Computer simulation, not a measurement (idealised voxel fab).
Process module name: voxel transistor to metal
This is section cut - it's 215 nm across, gridded in 5 nm square cells.
Think of the cross-section as a grid of square cells. We describe it in bands, top to bottom, and each band covers one or more rows of those cells. Look at the band entry: it leads with the top's height and the bottom's height in nm. Then it lists the materials left to right, with a width in nm for each. The word "edge to edge" on a single material says that material fills the band edge to edge. The word "empty" is empty space. Height is counted from the level 0, under which the received wafer is composed throughout of one material. The lowest of the bands is not closed at the bottom but continues downward, in the notation "0..down". Read "30->40" as a graded width: first number on top, second number at the bottom, same change between each pair of neighbouring rows. When a step is marked "no modification", none of the cells in the cross-section changed during that step. Reported under the label "Sealed internal cavities" are the empty spaces having no open way to the top and comprising 8 cells or more; the notation for each is width x height at distance, in which the distance is measured from the left edge and all three values are in nm. On a step's line, text after the settings is the simulator commenting on that step. overlay nm: mask offset rightward from planned place, masked step; negative means leftward offset.
Process steps foreseen in the plan
- 1: RECEIVE [material Si]
- 2: CONFORMAL_DEP [material SiO2] [thk nm 5]
- 3: CONFORMAL_DEP [material SiN] [thk nm 10]
- 4: MASKED_ETCH [tone cover] [mask id ACTIVE] [width nm 105] [etch materials SiN] [depth nm 10] [overlay nm 0]
- 5: MASKED_ETCH [tone cover] [mask id ACTIVE] [width nm 105] [etch materials SiO2] [depth nm 5] [overlay nm 0]
- 6: MASKED_ETCH [tone cover] [mask id ACTIVE] [width nm 105] [etch materials Si] [depth nm 20] [overlay nm 0]
- 7: FILL_DEP [material SiO2] [thk nm 10]
- 8: CMP [height nm 15]
- 9: SELECTIVE_ETCH [etch materials SiO2] [depth nm 10]
- 10: STRIP [etch materials SiN]
- 11: SELECTIVE_ETCH [etch materials SiO2] [depth nm 5]
- 12: OXIDIZE [depth nm 5]
- 13: DIRECTIONAL_DEP [material polySi] [thk nm 30]
- 14: DIRECTIONAL_DEP [material SiCN] [thk nm 10]
- 15: PATTERN [tone cover] [mask id GATE] [material resist] [width nm 25] [thk nm 20] [overlay nm 0]
- 16: DIRECTIONAL_ETCH [etch materials SiCN] [depth nm 20]
- 17: DIRECTIONAL_ETCH [etch materials polySi] [depth nm 40]
- 18: STRIP [etch materials resist]
- 19: CONFORMAL_DEP [material SiN] [thk nm 5]
- 20: DIRECTIONAL_ETCH [etch materials SiN] [depth nm 5]
- 21: DIRECTIONAL_ETCH [etch materials SiO2] [depth nm 5]
- 22: EPI [material pSi] [thk nm 5]
- 23: FILL_DEP [material SiO2] [thk nm 10]
- 24: CMP [height nm 30]
- 25: STRIP [etch materials polySi]
- 26: SELECTIVE_ETCH [etch materials SiO2] [depth nm 5]
- 27: CONFORMAL_DEP [material HfO2] [thk nm 5]
- 28: CONFORMAL_DEP [material TiN] [thk nm 5]
- 29: FILL_DEP [material W] [thk nm 5]
- 30: CMP [height nm 25]
- 31: DIRECTIONAL_DEP [material SiO2] [thk nm 15]
- 32: PATTERN [tone open] [mask id CONTACT] [material resist] [width nm 15] [pitch nm 70] [thk nm 15] [overlay nm 0]
- 33: DIRECTIONAL_ETCH [etch materials SiO2] [depth nm 40]
- 34: STRIP [etch materials resist]
- 35: CONFORMAL_DEP [material TiN] [thk nm 5]
- 36: FILL_DEP [material Ru] [thk nm 5]
- 37: CMP [height nm 40]
- 38: DIRECTIONAL_DEP [material TiN] [thk nm 5]
- 39: DIRECTIONAL_DEP [material W] [thk nm 15]
- 40: DIRECTIONAL_DEP [material aC] [thk nm 15]
- 41: PATTERN [tone cover] [mask id METAL_1] [material resist] [width nm 15] [pitch nm 70] [thk nm 35] [overlay nm 0]
- 42: DIRECTIONAL_ETCH [etch materials aC] [depth nm 15]
- 43: STRIP [etch materials resist]
- 44: DIRECTIONAL_ETCH [etch materials W] [depth nm 15]
- 45: DIRECTIONAL_ETCH [etch materials TiN] [depth nm 5]
- 46: STRIP [etch materials aC]
- 47: CONFORMAL_DEP [material SiCN] [thk nm 5]
- 48: FILL_DEP [material lowk] [thk nm 5]
- 49: CMP [height nm 60]
- 50: CONFORMAL_DEP [material SiN] [thk nm 5]
Cross-section of the wafer upon arrival, representing the state reached after step 1
	0..down = Si edge to edge
	Sealed internal cavities: none
Wafer cross-section at module end: first of two, run to plan
	65..60 = SiN edge to edge
	60..45 = lowk 60 nm  SiCN 5 nm  W 15 nm  SiCN 5 nm  lowk 45 nm  SiCN 5 nm  W 15 nm  SiCN 5 nm  lowk 60 nm
	45..40 = SiCN 65 nm  TiN 15 nm  SiCN 55 nm  TiN 15 nm  SiCN 65 nm
	40..25 = SiO2 65 nm  TiN 5 nm  Ru 5 nm  TiN 5 nm  SiO2 55 nm  TiN 5 nm  Ru 5 nm  TiN 5 nm  SiO2 65 nm
	25..5 = SiO2 65 nm  TiN 5 nm  Ru 5 nm  TiN 5 nm  SiO2 10 nm  SiN 5 nm  HfO2 5 nm  TiN 5 nm  W 5 nm  TiN 5 nm  HfO2 5 nm  SiN 5 nm  SiO2 10 nm  TiN 5 nm  Ru 5 nm  TiN 5 nm  SiO2 65 nm
	5..0 = SiO2 65 nm  TiN 15 nm  SiO2 10 nm  SiN 5 nm  HfO2 5 nm  TiN 15 nm  HfO2 5 nm  SiN 5 nm  SiO2 10 nm  TiN 15 nm  SiO2 65 nm
	0..-5 = SiO2 50 nm  pSi 40 nm  HfO2 35 nm  pSi 40 nm  SiO2 50 nm
	-5..-20 = SiO2 55 nm  Si 105 nm  SiO2 55 nm
	-20..down = Si edge to edge
	Sealed internal cavities: none
Cross-section at end of module for the second wafer of two, which matched the first in starting point and plan and differed by one mistake in its processing
	65..60 = SiN edge to edge
	60..45 = W 65 nm  SiCN 5 nm  lowk 5 nm  SiCN 5 nm  W 55 nm  SiCN 5 nm  lowk 5 nm  SiCN 5 nm  W 65 nm
	45..40 = TiN 65 nm  SiCN 15 nm  TiN 55 nm  SiCN 15 nm  TiN 65 nm
	40..25 = SiO2 65 nm  TiN 5 nm  Ru 5 nm  TiN 5 nm  SiO2 55 nm  TiN 5 nm  Ru 5 nm  TiN 5 nm  SiO2 65 nm
	25..5 = SiO2 65 nm  TiN 5 nm  Ru 5 nm  TiN 5 nm  SiO2 10 nm  SiN 5 nm  HfO2 5 nm  TiN 5 nm  W 5 nm  TiN 5 nm  HfO2 5 nm  SiN 5 nm  SiO2 10 nm  TiN 5 nm  Ru 5 nm  TiN 5 nm  SiO2 65 nm
	5..0 = SiO2 65 nm  TiN 15 nm  SiO2 10 nm  SiN 5 nm  HfO2 5 nm  TiN 15 nm  HfO2 5 nm  SiN 5 nm  SiO2 10 nm  TiN 15 nm  SiO2 65 nm
	0..-5 = SiO2 50 nm  pSi 40 nm  HfO2 35 nm  pSi 40 nm  SiO2 50 nm
	-5..-20 = SiO2 55 nm  Si 105 nm  SiO2 55 nm
	-20..down = Si edge to edge
	Sealed internal cavities: none
The mistake made against the process plan was this: so step 41 ended up running with a different setting than we planned, it ran as PATTERN [tone open] [mask id METAL_1] [material resist] [width nm 15] [pitch nm 70] [thk nm 35] [overlay nm 0]
Final comparison by cell count, materials where the second wafer has more or fewer than the first: SiCN -31; TiN +31; W +93; lowk -93
